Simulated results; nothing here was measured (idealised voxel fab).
The name of this process module is voxel capacitor over wiring.
Cross-section cut: width 225 nm, square cells of 5 nm.
Cross-section = grid of square cells, listed top down in bands; band = one or more rows. Quick guide to a band line: top height, bottom height (nm) up front; then every material left to right with its width in nm. Only one material and it's marked "throughout"? Then it fills the band edge to edge. And "blank" just means empty space. Height 0 is the level under which the wafer as received is all one material. The lowest band goes on downwards, as in "0 -> down". It should be noted that a width expressed as "30 to 40" varies in equal increments from row to row of cells within the band, taking the value of the first number at the top row and that of the second number at the bottom row. Where a step carries "no alterations made", the cross-section came out of it unchanged, cell for cell. The entry "Trapped voids" lists the empty spaces that cover at least 8 cells and have no open path to the top. Each is written as width x height at distance, where the distance is measured from the left edge and all three values are in nm. That trailing text on a step's line, after the settings, is the simulator's own remark on the step. overlay nm: mask offset rightward from planned place, masked step; negative means leftward offset.
List of planned process steps:
- 1: RECEIVE with material Si
- 2: CONFORMAL_DEP with material SiO2, thk nm 15
- 3: CONFORMAL_DEP with material SiN, thk nm 5
- 4: DIRECTIONAL_DEP with material SiO2, thk nm 25
- 5: PATTERN with tone open, mask id METAL_1, material resist, width nm 30, pitch nm 80, thk nm 15, overlay nm 0
- 6: DIRECTIONAL_ETCH with etch materials SiO2, depth nm 25
- 7: DIRECTIONAL_ETCH with etch materials SiN, depth nm 5
- 8: STRIP with etch materials resist
- 9: CONFORMAL_DEP with material TiN, thk nm 5
- 10: FILL_DEP with material W, thk nm 10
- 11: CMP with height nm 45
- 12: CONFORMAL_DEP with material SiCN, thk nm 5
- 13: DIRECTIONAL_DEP with material lowk, thk nm 15
- 14: PATTERN with tone open, mask id PLUG_1, material resist, width nm 15, thk nm 20, overlay nm 0
- 15: DIRECTIONAL_ETCH with etch materials lowk, depth nm 15
- 16: DIRECTIONAL_ETCH with etch materials SiCN, depth nm 5
- 17: STRIP with etch materials resist
- 18: EPI with material Ru, thk nm 10
- 19: EPI with material Ru, thk nm 10
- 20: DIRECTIONAL_DEP with material TiN, thk nm 10
- 21: DIRECTIONAL_DEP with material HfO2, thk nm 5
- 22: DIRECTIONAL_DEP with material TiN, thk nm 10
- 23: MASKED_ETCH with tone cover, mask id UPPER_PLATE, width nm 55, etch materials TiN, depth nm 10, overlay nm 0
- 24: MASKED_ETCH with tone cover, mask id UPPER_PLATE, width nm 55, etch materials HfO2, depth nm 5, overlay nm 0
- 25: MASKED_ETCH with tone cover, mask id LOWER_PLATE, width nm 65, etch materials TiN, depth nm 10, overlay nm 0
- 26: FILL_DEP with material SiO2, thk nm 20
- 27: CMP with height nm 105
- 28: PATTERN with tone open, mask id PLUG_2, material resist, width nm 15, thk nm 15, overlay nm 0
- 29: DIRECTIONAL_ETCH with etch materials SiO2, depth nm 15
- 30: STRIP with etch materials resist
- 31: CONFORMAL_DEP with material TiN, thk nm 5
- 32: FILL_DEP with material Ru, thk nm 10
- 33: CMP with height nm 105
- 34: CONFORMAL_DEP with material SiN, thk nm 5
as received, after step 1:
* 0 -> down | Si throughout
* Trapped voids: none
Module complete - cross-section of the first of two wafers, run according to plan:
* 110 -> 105 | SiN throughout
* 105 -> 95 | SiO2 (80); TiN (5); Ru (5); TiN (5); SiO2 (130)
* 95 -> 90 | SiO2 (80); TiN (15); SiO2 (130)
* 90 -> 80 | SiO2 (70); TiN (55); SiO2 (100)
* 80 -> 75 | SiO2 (70); HfO2 (55); SiO2 (100)
* 75 -> 65 | SiO2 (65); TiN (65); SiO2 (95)
* 65 -> 50 | lowk (70); Ru (15); lowk (140)
* 50 -> 45 | SiCN (70); Ru (15); SiCN (140)
* 45 -> 20 | SiO2 (55); TiN (5); W (20); TiN (5); SiO2 (50); TiN (5); W (20); TiN (5); SiO2 (60)
* 20 -> 15 | SiN (55); TiN (30); SiN (50); TiN (30); SiN (60)
* 15 -> 0 | SiO2 throughout
* 0 -> down | Si throughout
* Trapped voids: none
Here is the second of the two wafers cut open at the end of the module - same start, same plan as the first one, but we made one mistake running it:
* 110 -> 105 | SiN throughout
* 105 -> 95 | SiO2 (80); TiN (5); Ru (5); TiN (5); SiO2 (130)
* 95 -> 90 | SiO2 (80); TiN (15); SiO2 (130)
* 90 -> 80 | SiO2 (70); TiN (55); SiO2 (100)
* 80 -> 75 | SiO2 (70); HfO2 (55); SiO2 (100)
* 75 -> 65 | SiO2 (65); TiN (65); SiO2 (95)
* 65 -> 50 | lowk (80); Ru (15); lowk (130)
* 50 -> 45 | SiCN (80); Ru (15); SiCN (130)
* 45 -> 20 | SiO2 (55); TiN (5); W (20); TiN (5); SiO2 (50); TiN (5); W (20); TiN (5); SiO2 (60)
* 20 -> 15 | SiN (55); TiN (30); SiN (50); TiN (30); SiN (60)
* 15 -> 0 | SiO2 throughout
* 0 -> down | Si throughout
* Trapped voids: none
Which mistake was made when the wafer was run? not per plan at step 14, really ran PATTERN with tone open, mask id PLUG_1, material resist, width nm 15, thk nm 20, overlay nm 10
At the end, the second wafer has the same number of cells of each material as the first, but those cells sit in other places.
